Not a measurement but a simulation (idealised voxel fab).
process module | voxel transistor to metal
cross-section cut | 295 nm wide | cells 5 nm
A cross-section is a grid of square cells, given in bands from the top down. A band is one or more rows of cells.
Each band's line starts with the height of the band's top and of its bottom, in nm. Then come its materials from left to right, each with its width in nm. One material with "throughout" fills the band from edge to edge. "air" is empty space.
Height 0 is the level under which the wafer as received is all one material. The lowest band goes on downwards, as in "0 down".
A width such as "30 to 40" changes by the same amount from each row of cells to the next, from the band's top row to its bottom row.
"no change" after a step means that no cell of the cross-section changed.
closed voids: empty space of 8 cells or more with no open way to the top, each as width x height at its distance from the left edge, in nm
after a step's settings: what the simulator itself notes on the step
overlay nm, on a step with a mask: how far to the right of its planned place the mask lay; to the left if negative
plan
1 op RECEIVE | material Si
2 op CONFORMAL_DEP | material SiO2 | thk nm 5
3 op CONFORMAL_DEP | material SiN | thk nm 15
4 op PATTERN | tone cover | mask id ACTIVE | material resist | width nm 105 | pitch nm 135 | thk nm 15 | overlay nm 0
5 op DIRECTIONAL_ETCH | etch materials SiN | depth nm 15
6 op DIRECTIONAL_ETCH | etch materials SiO2 | depth nm 5
7 op DIRECTIONAL_ETCH | etch materials Si | depth nm 30
8 op STRIP | etch materials resist
9 op OXIDIZE | depth nm 5
10 op FILL_DEP | material SiO2 | thk nm 10
11 op CMP | height nm 20
12 op SELECTIVE_ETCH | etch materials SiO2 | depth nm 15
13 op STRIP | etch materials SiN
14 op SELECTIVE_ETCH | etch materials SiO2 | depth nm 5
15 op OXIDIZE | depth nm 5
16 op DIRECTIONAL_DEP | material polySi | thk nm 25
17 op DIRECTIONAL_DEP | material SiCN | thk nm 10
18 op MASKED_ETCH | tone cover | mask id GATE | width nm 25 | pitch nm 135 | etch materials SiCN | depth nm 20 | overlay nm 0
19 op MASKED_ETCH | tone cover | mask id GATE | width nm 25 | pitch nm 135 | etch materials polySi | depth nm 35 | overlay nm 0
20 op CONFORMAL_DEP | material SiO2 | thk nm 5
21 op DIRECTIONAL_ETCH | etch materials SiO2 | depth nm 5
22 op CONFORMAL_DEP | material SiN | thk nm 10
23 op DIRECTIONAL_ETCH | etch materials SiN | depth nm 10
24 op DIRECTIONAL_ETCH | etch materials SiO2 | depth nm 5
25 op DIRECTIONAL_ETCH | etch materials Si | depth nm 15
26 op EPI | material nSi | thk nm 15
27 op FILL_DEP | material SiO2 | thk nm 10
28 op CMP | height nm 35
29 op DIRECTIONAL_DEP | material SiO2 | thk nm 15
30 op DIRECTIONAL_DEP | material aC | thk nm 15
31 op PATTERN | tone open | mask id CONTACT | material resist | width nm 30 | thk nm 30 | overlay nm 0
32 op DIRECTIONAL_ETCH | etch materials aC | depth nm 15
33 op STRIP | etch materials resist
34 op DIRECTIONAL_ETCH | etch materials SiO2 | depth nm 55
35 op STRIP | etch materials aC
36 op CONFORMAL_DEP | material TiN | thk nm 5
37 op FILL_DEP | material W | thk nm 5
38 op CMP | height nm 40
39 op DIRECTIONAL_DEP | material TiN | thk nm 5
40 op DIRECTIONAL_DEP | material Ru | thk nm 20
41 op PATTERN | tone cover | mask id METAL_1 | material resist | width nm 20 | thk nm 20 | overlay nm 0
42 op DIRECTIONAL_ETCH | etch materials Ru | depth nm 20
43 op DIRECTIONAL_ETCH | etch materials TiN | depth nm 5
44 op STRIP | etch materials resist
45 op CONFORMAL_DEP | material SiN | thk nm 5
46 op FILL_DEP | material lowk | thk nm 5
47 op CMP | height nm 75
48 op CONFORMAL_DEP | material SiCN | thk nm 5
49 op DIRECTIONAL_DEP | material lowk | thk nm 25
50 op DIRECTIONAL_DEP | material aC | thk nm 15
51 op PATTERN | tone open | mask id METAL_2 | material resist | width nm 20 | pitch nm 135 | thk nm 35 | overlay nm 0
52 op DIRECTIONAL_ETCH | etch materials aC | depth nm 15
53 op STRIP | etch materials resist
54 op DIRECTIONAL_ETCH | etch materials lowk | depth nm 15
55 op STRIP | etch materials aC
56 op DIRECTIONAL_DEP | material aC | thk nm 10
57 op PATTERN | tone open | mask id METAL_2_HOLES | material resist | width nm 15 | pitch nm 135 | thk nm 25 | overlay nm 0
58 op DIRECTIONAL_ETCH | etch materials aC | depth nm 10
59 op STRIP | etch materials resist
60 op DIRECTIONAL_ETCH | etch materials lowk | depth nm 10
61 op DIRECTIONAL_ETCH | etch materials SiCN | depth nm 5
62 op STRIP | etch materials aC
63 op CONFORMAL_DEP | material TiN | thk nm 5
64 op FILL_DEP | material Cu | thk nm 5
65 op CMP | height nm 105
66 op CONFORMAL_DEP | material SiCN | thk nm 5
varied across the wafers: height nm of step 38. The plan shows the first wafer's value. All wafers start alike
first wafer as received, after step 1
  0 down: Si throughout
  closed voids: none
first wafer at the end, after step 66
  110 to 105: SiCN throughout
  105 to 95: lowk 30 | TiN 5 | Cu 10 | TiN 5 | lowk 115 | TiN 5 | Cu 10 | TiN 5 | lowk 110
  95 to 90: lowk 30 | TiN 5 | Cu 5 | TiN 10 | lowk 115 | TiN 5 | Cu 5 | TiN 10 | lowk 110
  90 to 80: lowk 30 | TiN 5 | Cu 5 | TiN 5 | lowk 120 | TiN 5 | Cu 5 | TiN 5 | lowk 115
  80 to 75: SiCN 30 | TiN 15 | SiCN 120 | TiN 15 | SiCN 115
  75 to 70: lowk throughout
  70 to 65: lowk 25 | SiN 30 | lowk 45 | SiN 30 | lowk 30 | SiN 30 | lowk 45 | SiN 30 | lowk 30
  65 to 45: lowk 25 | SiN 5 | Ru 20 | SiN 5 | lowk 45 | SiN 5 | Ru 20 | SiN 5 | lowk 30 | SiN 5 | Ru 20 | SiN 5 | lowk 45 | SiN 5 | Ru 20 | SiN 5 | lowk 30
  45 to 40: SiN 30 | TiN 20 | SiN 55 | TiN 20 | SiN 40 | TiN 20 | SiN 55 | TiN 20 | SiN 35
  40 to 35: SiO2 30 | TiN 5 | W 10 | TiN 15 | SiO2 35 | TiN 15 | W 10 | TiN 5 | SiO2 40 | TiN 5 | W 10 | TiN 15 | SiO2 35 | TiN 15 | W 10 | TiN 5 | SiO2 35
  35 to 25: SiO2 30 | TiN 5 | W 10 | TiN 5 | SiN 10 | SiO2 5 | SiCN 25 | SiO2 5 | SiN 10 | TiN 5 | W 10 | TiN 5 | SiO2 40 | TiN 5 | W 10 | TiN 5 | SiN 10 | SiO2 5 | SiCN 25 | SiO2 5 | SiN 10 | TiN 5 | W 10 | TiN 5 | SiO2 35
  25 to 15: SiO2 30 | TiN 5 | W 10 | TiN 5 | SiN 10 | SiO2 5 | polySi 25 | SiO2 5 | SiN 10 | TiN 5 | W 10 | TiN 5 | SiO2 40 | TiN 5 | W 10 | TiN 5 | SiN 10 | SiO2 5 | polySi 25 | SiO2 5 | SiN 10 | TiN 5 | W 10 | TiN 5 | SiO2 35
  15 to 10: SiO2 30 | TiN 20 | SiN 10 | SiO2 5 | polySi 25 | SiO2 5 | SiN 10 | TiN 20 | SiO2 40 | TiN 20 | SiN 10 | SiO2 5 | polySi 25 | SiO2 5 | SiN 10 | TiN 20 | SiO2 35
  10 to 0: SiO2 30 | TiN 5 | nSi 15 | SiN 10 | SiO2 5 | polySi 25 | SiO2 5 | SiN 10 | nSi 15 | TiN 5 | SiO2 40 | TiN 5 | nSi 15 | SiN 10 | SiO2 5 | polySi 25 | SiO2 5 | SiN 10 | nSi 15 | TiN 5 | SiO2 35
  0 to -5: SiO2 30 | TiN 5 | nSi 15 | SiO2 55 | nSi 15 | TiN 5 | SiO2 40 | TiN 5 | nSi 15 | SiO2 55 | nSi 15 | TiN 5 | SiO2 35
  -5 to -20: SiO2 30 | nSi 20 | Si 55 | nSi 20 | SiO2 40 | nSi 20 | Si 55 | nSi 20 | SiO2 35
  -20 to -35: SiO2 30 | Si 95 | SiO2 40 | Si 95 | SiO2 35
  -35 down: Si throughout
  closed voids: none
last wafer at the end
  110 to 105: SiCN throughout
  105 to 95: lowk 30 | TiN 5 | Cu 10 | TiN 5 | lowk 115 | TiN 5 | Cu 10 | TiN 5 | lowk 110
  95 to 90: lowk 30 | TiN 5 | Cu 5 | TiN 10 | lowk 115 | TiN 5 | Cu 5 | TiN 10 | lowk 110
  90 to 80: lowk 30 | TiN 5 | Cu 5 | TiN 5 | lowk 120 | TiN 5 | Cu 5 | TiN 5 | lowk 115
  80 to 75: SiCN 30 | TiN 15 | SiCN 120 | TiN 15 | SiCN 115
  75 to 65: lowk 25 | SiN 5 | Ru 20 | SiN 5 | lowk 45 | SiN 5 | Ru 20 | SiN 5 | lowk 30 | SiN 5 | Ru 20 | SiN 5 | lowk 45 | SiN 5 | Ru 20 | SiN 5 | lowk 30
  65 to 60: SiN 30 | TiN 20 | SiN 55 | TiN 20 | SiN 40 | TiN 20 | SiN 55 | TiN 20 | SiN 35
  60 to 55: W throughout
  55 to 50: TiN 35 | W 20 | TiN 45 | W 20 | TiN 50 | W 20 | TiN 45 | W 20 | TiN 40
  50 to 40: SiO2 30 | TiN 5 | W 20 | TiN 5 | SiO2 35 | TiN 5 | W 20 | TiN 5 | SiO2 40 | TiN 5 | W 20 | TiN 5 | SiO2 35 | TiN 5 | W 20 | TiN 5 | SiO2 35
  40 to 35: SiO2 30 | TiN 5 | W 10 | TiN 15 | SiO2 35 | TiN 15 | W 10 | TiN 5 | SiO2 40 | TiN 5 | W 10 | TiN 15 | SiO2 35 | TiN 15 | W 10 | TiN 5 | SiO2 35
  35 to 25: SiO2 30 | TiN 5 | W 10 | TiN 5 | SiN 10 | SiO2 5 | SiCN 25 | SiO2 5 | SiN 10 | TiN 5 | W 10 | TiN 5 | SiO2 40 | TiN 5 | W 10 | TiN 5 | SiN 10 | SiO2 5 | SiCN 25 | SiO2 5 | SiN 10 | TiN 5 | W 10 | TiN 5 | SiO2 35
  25 to 15: SiO2 30 | TiN 5 | W 10 | TiN 5 | SiN 10 | SiO2 5 | polySi 25 | SiO2 5 | SiN 10 | TiN 5 | W 10 | TiN 5 | SiO2 40 | TiN 5 | W 10 | TiN 5 | SiN 10 | SiO2 5 | polySi 25 | SiO2 5 | SiN 10 | TiN 5 | W 10 | TiN 5 | SiO2 35
  15 to 10: SiO2 30 | TiN 20 | SiN 10 | SiO2 5 | polySi 25 | SiO2 5 | SiN 10 | TiN 20 | SiO2 40 | TiN 20 | SiN 10 | SiO2 5 | polySi 25 | SiO2 5 | SiN 10 | TiN 20 | SiO2 35
  10 to 0: SiO2 30 | TiN 5 | nSi 15 | SiN 10 | SiO2 5 | polySi 25 | SiO2 5 | SiN 10 | nSi 15 | TiN 5 | SiO2 40 | TiN 5 | nSi 15 | SiN 10 | SiO2 5 | polySi 25 | SiO2 5 | SiN 10 | nSi 15 | TiN 5 | SiO2 35
  0 to -5: SiO2 30 | TiN 5 | nSi 15 | SiO2 55 | nSi 15 | TiN 5 | SiO2 40 | TiN 5 | nSi 15 | SiO2 55 | nSi 15 | TiN 5 | SiO2 35
  -5 to -20: SiO2 30 | nSi 20 | Si 55 | nSi 20 | SiO2 40 | nSi 20 | Si 55 | nSi 20 | SiO2 35
  -20 to -35: SiO2 30 | Si 95 | SiO2 40 | Si 95 | SiO2 35
  -35 down: Si throughout
  closed voids: none
each wafer at the end: cells of each material gained (+) or lost (-) since it was received, then its closed voids
height nm 40 | +14 Cu | +64 Ru | -233 Si | +132 SiCN | +155 SiN | +379 SiO2 | +120 TiN | +40 W | +493 lowk | +84 nSi | +50 polySi | closed voids: none
height nm 45 | +14 Cu | +64 Ru | -233 Si | +132 SiCN | +155 SiN | +414 SiO2 | +128 TiN | +56 W | +434 lowk | +84 nSi | +50 polySi | closed voids: none
height nm 50 | +14 Cu | +64 Ru | -233 Si | +132 SiCN | +131 SiN | +449 SiO2 | +136 TiN | +72 W | +399 lowk | +84 nSi | +50 polySi | closed voids: none
height nm 55 | +14 Cu | +48 Ru | -233 Si | +132 SiCN | +123 SiN | +449 SiO2 | +179 TiN | +88 W | +364 lowk | +84 nSi | +50 polySi | closed voids: none
height nm 60 | +14 Cu | +32 Ru | -233 Si | +132 SiCN | +115 SiN | +449 SiO2 | +179 TiN | +147 W | +329 lowk | +84 nSi | +50 polySi | closed voids: none
